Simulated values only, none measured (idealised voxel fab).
A process module follows: voxel tone inversion.
We display cut, a cross-section 165 nm in width whose square cells are each 5 nm.
In what follows, cross-sections appear as grids of square cells, described through bands that run from the top down, where every band is one or more rows of cells. First you get the band's top height and its bottom height, in nm, and then the materials it's made of, left to right, with each width in nm. If you see a single material with "all across", that one covers the band edge to edge. "empty" is empty space. The level at which height equals 0 is the one under which the wafer, as it arrives, is entirely one material. No lower edge exists for the bottom band, which continues downward and is notated as in "from 0 down". It should be noted that a width expressed as "30->40" varies in equal increments from row to row of cells within the band, taking the value of the first number at the top row and that of the second number at the bottom row. "no alterations made" -> step changed no cross-section cell. For the entry "Sealed voids", the listed items are empty spaces with no open way to the top whose size is 8 cells or more; each item follows the pattern width x height at distance, where distance is from the left edge and all three are in nm. Where a step's line continues beyond its settings, the continuation is a remark by the simulator itself on that step. Each step line may optionally specify "overlay nm", which for a step with a mask gives the rightward distance between the mask's planned place and where it lay, a negative value indicating the leftward direction. Read the rest as pairs. Take the cross-section before one process step, then the cross-section after it, which shows only down to the lowest band that changed. Under the pair, find the step between them and its settings. Bear in mind that pairs may come from different runs of this module on the same starting wafer: link a pair to the pair above it only where its entry headed "Pre-processing view" says to.

[Pre-processing view]
- from 0 down | Si all across
- Sealed voids: none

[Post-Process View]
- from 10 to 0 | SiCN all across
- Unchanged below 0.
- Sealed voids: none
The process step bridging the two cross-sections above: CONFORMAL_DEP,material SiCN,thk nm 10

Pre-processing view: just use the after drawing of the pair above as your starting point.

[Post-Process View]
- from 25 to 10 | aC all across
- Unchanged below 10.
- Sealed voids: none
The process step bridging the two cross-sections above: DIRECTIONAL_DEP,material aC,thk nm 15

Pre-processing view: just use the after drawing of the pair above as your starting point.

[Post-Process View]
- from 50 to 25 | empty 55, then resist 15, then empty 25, then resist 15, then empty 55
- Unchanged below 25.
- Sealed voids: none
The process step bridging the two cross-sections above: PATTERN,tone cover,mask id POSTS,material resist,width nm 15,pitch nm 40,thk nm 25,overlay nm 0

Pre-processing view: just use the after drawing of the pair above as your starting point.

[Post-Process View]
- from 35 to 25 | empty 55, then resist 15, then empty 25, then resist 15, then empty 55
- from 25 to 10 | empty 55, then aC 15, then empty 25, then aC 15, then empty 55
- Unchanged below 10.
- Sealed voids: none
The process step bridging the two cross-sections above: DIRECTIONAL_ETCH,etch materials aC,depth nm 15

Pre-processing view: just use the after drawing of the pair above as your starting point.

[Post-Process View]
- from 25 to 10 | empty 55, then aC 15, then empty 25, then aC 15, then empty 55
- Unchanged below 10.
- Sealed voids: none
The process step bridging the two cross-sections above: STRIP,etch materials resist

Pre-processing view: just use the after drawing of the pair above as your starting point.

[Post-Process View]
- from 35 to 25 | lowk all across
- from 25 to 10 | lowk 55, then aC 15, then lowk 25, then aC 15, then lowk 55
- Unchanged below 10.
- Sealed voids: none
The process step bridging the two cross-sections above: FILL_DEP,material lowk,thk nm 10

Pre-processing view: just use the after drawing of the pair above as your starting point.

[Post-Process View]
- from 25 to 10 | lowk 55, then aC 15, then lowk 25, then aC 15, then lowk 55
- Unchanged below 10.
- Sealed voids: none
The process step bridging the two cross-sections above: CMP,height nm 25

Pre-processing view: just use the after drawing of the pair above as your starting point.

[Post-Process View]
- from 25 to 10 | lowk 55, then empty 15, then lowk 25, then empty 15, then lowk 55
- Unchanged below 10.
- Sealed voids: none
The process step bridging the two cross-sections above: STRIP,etch materials aC

[Pre-processing view]
- from 0 down | Si all across
- Sealed voids: none

[Post-Process View]
- from 15 to 0 | aC all across
- Unchanged below 0.
- Sealed voids: none
The process step bridging the two cross-sections above: DIRECTIONAL_DEP,material aC,thk nm 15

Pre-processing view: just use the after drawing of the pair above as your starting point.

[Post-Process View]
- from 40 to 15 | empty 55, then resist 15, then empty 25, then resist 15, then empty 55
- Unchanged below 15.
- Sealed voids: none
The process step bridging the two cross-sections above: PATTERN,tone cover,mask id POSTS,material resist,width nm 15,pitch nm 40,thk nm 25,overlay nm 0

Pre-processing view: just use the after drawing of the pair above as your starting point.

[Post-Process View]
- from 25 to 15 | empty 55, then resist 15, then empty 25, then resist 15, then empty 55
- from 15 to 0 | empty 55, then aC 15, then empty 25, then aC 15, then empty 55
- Unchanged below 0.
- Sealed voids: none
The process step bridging the two cross-sections above: DIRECTIONAL_ETCH,etch materials aC,depth nm 15

Pre-processing view: just use the after drawing of the pair above as your starting point.

[Post-Process View]
- from 15 to 0 | empty 55, then aC 15, then empty 25, then aC 15, then empty 55
- Unchanged below 0.
- Sealed voids: none
The process step bridging the two cross-sections above: STRIP,etch materials resist

Pre-processing view: just use the after drawing of the pair above as your starting point.

[Post-Process View]
- from 25 to 15 | lowk all across
- from 15 to 0 | lowk 55, then aC 15, then lowk 25, then aC 15, then lowk 55
- Unchanged below 0.
- Sealed voids: none
The process step bridging the two cross-sections above: FILL_DEP,material lowk,thk nm 10

[Pre-processing view]
- from 15 to 0 | aC all across
- from 0 down | Si all across
- Sealed voids: none

[Post-Process View]
- from 25 to 15 | SiCN all across
- Unchanged below 15.
- Sealed voids: none
The process step bridging the two cross-sections above: CONFORMAL_DEP,material SiCN,thk nm 10

Pre-processing view: just use the after drawing of the pair above as your starting point.

[Post-Process View]
- from 50 to 25 | empty 55, then resist 15, then empty 25, then resist 15, then empty 55
- Unchanged below 25.
- Sealed voids: none
The process step bridging the two cross-sections above: PATTERN,tone cover,mask id POSTS,material resist,width nm 15,pitch nm 40,thk nm 25,overlay nm 0

Pre-processing view: just use the after drawing of the pair above as your starting point.

[Post-Process View]
- from 35 to 25 | empty 55, then resist 15, then empty 25, then resist 15, then empty 55
- Unchanged below 25.
- Sealed voids: none
The process step bridging the two cross-sections above: DIRECTIONAL_ETCH,etch materials aC,depth nm 15

Pre-processing view: just use the after drawing of the pair above as your starting point.

[Post-Process View]
- from 25 to 15 | SiCN all across
- Unchanged below 15.
- Sealed voids: none
The process step bridging the two cross-sections above: STRIP,etch materials resist

Pre-processing view: just use the after drawing of the pair above as your starting point.

[Post-Process View]
- from 35 to 25 | lowk all across
- Unchanged below 25.
- Sealed voids: none
The process step bridging the two cross-sections above: FILL_DEP,material lowk,thk nm 10

Pre-processing view: just use the after drawing of the pair above as your starting point.

[Post-Process View]
- from 25 to 15 | SiCN all across
- Unchanged below 15.
- Sealed voids: none
The process step bridging the two cross-sections above: CMP,height nm 25

[Pre-processing view]
- from 35 to 25 | lowk all across
- from 25 to 10 | lowk 55, then aC 15, then lowk 25, then aC 15, then lowk 55
- from 10 to 0 | SiCN all across
- from 0 down | Si all across
- Sealed voids: none

[Post-Process View]
- from 15 to 10 | lowk 55, then aC 15, then lowk 25, then aC 15, then lowk 55
- Unchanged below 10.
- Sealed voids: none
The process step bridging the two cross-sections above: CMP,height nm 15

Pre-processing view: just use the after drawing of the pair above as your starting point.

[Post-Process View]
- from 15 to 10 | lowk 55, then empty 15, then lowk 25, then empty 15, then lowk 55
- Unchanged below 10.
- Sealed voids: none
The process step bridging the two cross-sections above: STRIP,etch materials aC

[Pre-processing view]
- from 25 to 10 | aC all across
- from 10 to 0 | SiCN all across
- from 0 down | Si all across
- Sealed voids: none

[Post-Process View]
- from 50 to 25 | empty 55, then resist 20, then empty 20, then resist 20, then empty 50
- Unchanged below 25.
- Sealed voids: none
The process step bridging the two cross-sections above: PATTERN,tone cover,mask id POSTS,material resist,width nm 20,pitch nm 40,thk nm 25,overlay nm 0

Pre-processing view: just use the after drawing of the pair above as your starting point.

[Post-Process View]
- from 35 to 25 | empty 55, then resist 20, then empty 20, then resist 20, then empty 50
- from 25 to 10 | empty 55, then aC 20, then empty 20, then aC 20, then empty 50
- Unchanged below 10.
- Sealed voids: none
The process step bridging the two cross-sections above: DIRECTIONAL_ETCH,etch materials aC,depth nm 15

Pre-processing view: just use the after drawing of the pair above as your starting point.

[Post-Process View]
- from 25 to 10 | empty 55, then aC 20, then empty 20, then aC 20, then empty 50
- Unchanged below 10.
- Sealed voids: none
The process step bridging the two cross-sections above: STRIP,etch materials resist

Pre-processing view: just use the after drawing of the pair above as your starting point.

[Post-Process View]
- from 35 to 25 | lowk all across
- from 25 to 10 | lowk 55, then aC 20, then lowk 20, then aC 20, then lowk 50
- Unchanged below 10.
- Sealed voids: none
The process step bridging the two cross-sections above: FILL_DEP,material lowk,thk nm 10

Pre-processing view: just use the after drawing of the pair above as your starting point.

[Post-Process View]
- from 25 to 10 | lowk 55, then aC 20, then lowk 20, then aC 20, then lowk 50
- Unchanged below 10.
- Sealed voids: none
The process step bridging the two cross-sections above: CMP,height nm 25

Pre-processing view: just use the after drawing of the pair above as your starting point.

[Post-Process View]
- from 25 to 10 | lowk 55, then empty 20, then lowk 20, then empty 20, then lowk 50
- Unchanged below 10.
- Sealed voids: none
The process step bridging the two cross-sections above: STRIP,etch materials aC

[Pre-processing view]
- from 25 to 10 | aC all across
- from 10 to 0 | SiCN all across
- from 0 down | Si all across
- Sealed voids: none

[Post-Process View]
- from 50 to 25 | empty 45, then resist 15, then empty 25, then resist 15, then empty 65
- Unchanged below 25.
- Sealed voids: none
The process step bridging the two cross-sections above: PATTERN,tone cover,mask id POSTS,material resist,width nm 15,pitch nm 40,thk nm 25,overlay nm -10

Pre-processing view: just use the after drawing of the pair above as your starting point.

[Post-Process View]
- from 35 to 25 | empty 45, then resist 15, then empty 25, then resist 15, then empty 65
- from 25 to 10 | empty 45, then aC 15, then empty 25, then aC 15, then empty 65
- Unchanged below 10.
- Sealed voids: none
The process step bridging the two cross-sections above: DIRECTIONAL_ETCH,etch materials aC,depth nm 15

Pre-processing view: just use the after drawing of the pair above as your starting point.

[Post-Process View]
- from 25 to 10 | empty 45, then aC 15, then empty 25, then aC 15, then empty 65
- Unchanged below 10.
- Sealed voids: none
The process step bridging the two cross-sections above: STRIP,etch materials resist

Pre-processing view: just use the after drawing of the pair above as your starting point.

[Post-Process View]
- from 35 to 25 | lowk all across
- from 25 to 10 | lowk 45, then aC 15, then lowk 25, then aC 15, then lowk 65
- Unchanged below 10.
- Sealed voids: none
The process step bridging the two cross-sections above: FILL_DEP,material lowk,thk nm 10

Pre-processing view: just use the after drawing of the pair above as your starting point.

[Post-Process View]
- from 25 to 10 | lowk 45, then aC 15, then lowk 25, then aC 15, then lowk 65
- Unchanged below 10.
- Sealed voids: none
The process step bridging the two cross-sections above: CMP,height nm 25

Pre-processing view: just use the after drawing of the pair above as your starting point.

[Post-Process View]
- from 25 to 10 | lowk 45, then empty 15, then lowk 25, then empty 15, then lowk 65
- Unchanged below 10.
- Sealed voids: none
The process step bridging the two cross-sections above: STRIP,etch materials aC

[Pre-processing view]
- from 10 to 0 | SiCN all across
- from 0 down | Si all across
- Sealed voids: none

[Post-Process View]
- from 25 to 0 | SiCN all across
- Unchanged below 0.
- Sealed voids: none
The process step bridging the two cross-sections above: DIRECTIONAL_DEP,material SiCN,thk nm 15

Pre-processing view: just use the after drawing of the pair above as your starting point.

[Post-Process View]
- from 50 to 25 | empty 55, then resist 15, then empty 25, then resist 15, then empty 55
- Unchanged below 25.
- Sealed voids: none
The process step bridging the two cross-sections above: PATTERN,tone cover,mask id POSTS,material resist,width nm 15,pitch nm 40,thk nm 25,overlay nm 0

Pre-processing view: just use the after drawing of the pair above as your starting point.

[Post-Process View]
- from 35 to 25 | empty 55, then resist 15, then empty 25, then resist 15, then empty 55
- Unchanged below 25.
- Sealed voids: none
The process step bridging the two cross-sections above: DIRECTIONAL_ETCH,etch materials aC,depth nm 15

Pre-processing view: just use the after drawing of the pair above as your starting point.

[Post-Process View]
- from 25 to 0 | SiCN all across
- Unchanged below 0.
- Sealed voids: none
The process step bridging the two cross-sections above: STRIP,etch materials resist

Pre-processing view: just use the after drawing of the pair above as your starting point.

[Post-Process View]
- from 35 to 25 | lowk all across
- Unchanged below 25.
- Sealed voids: none
The process step bridging the two cross-sections above: FILL_DEP,material lowk,thk nm 10

Pre-processing view: just use the after drawing of the pair above as your starting point.

[Post-Process View]
- from 25 to 0 | SiCN all across
- Unchanged below 0.
- Sealed voids: none
The process step bridging the two cross-sections above: CMP,height nm 25

[Pre-processing view]
- from 25 to 10 | aC all across
- from 10 to 0 | SiCN all across
- from 0 down | Si all across
- Sealed voids: none

[Post-Process View]
- from 50 to 25 | resist 55, then empty 15, then resist 25, then empty 15, then resist 55
- Unchanged below 25.
- Sealed voids: none
The process step bridging the two cross-sections above: PATTERN,tone open,mask id POSTS,material resist,width nm 15,pitch nm 40,thk nm 25,overlay nm 0

Pre-processing view: just use the after drawing of the pair above as your starting point.

[Post-Process View]
- from 35 to 25 | resist 55, then empty 15, then resist 25, then empty 15, then resist 55
- from 25 to 10 | aC 55, then empty 15, then aC 25, then empty 15, then aC 55
- Unchanged below 10.
- Sealed voids: none
The process step bridging the two cross-sections above: DIRECTIONAL_ETCH,etch materials aC,depth nm 15

Pre-processing view: just use the after drawing of the pair above as your starting point.

[Post-Process View]
- from 25 to 10 | aC 55, then empty 15, then aC 25, then empty 15, then aC 55
- Unchanged below 10.
- Sealed voids: none
The process step bridging the two cross-sections above: STRIP,etch materials resist

Pre-processing view: just use the after drawing of the pair above as your starting point.

[Post-Process View]
- from 35 to 25 | lowk all across
- from 25 to 10 | aC 55, then lowk 15, then aC 25, then lowk 15, then aC 55
- Unchanged below 10.
- Sealed voids: none
The process step bridging the two cross-sections above: FILL_DEP,material lowk,thk nm 10

Pre-processing view: just use the after drawing of the pair above as your starting point.

[Post-Process View]
- from 25 to 10 | aC 55, then lowk 15, then aC 25, then lowk 15, then aC 55
- Unchanged below 10.
- Sealed voids: none
The process step bridging the two cross-sections above: CMP,height nm 25

Pre-processing view: just use the after drawing of the pair above as your starting point.

[Post-Process View]
- from 25 to 10 | empty 55, then lowk 15, then empty 25, then lowk 15, then empty 55
- Unchanged below 10.
- Sealed voids: none
The process step bridging the two cross-sections above: STRIP,etch materials aC
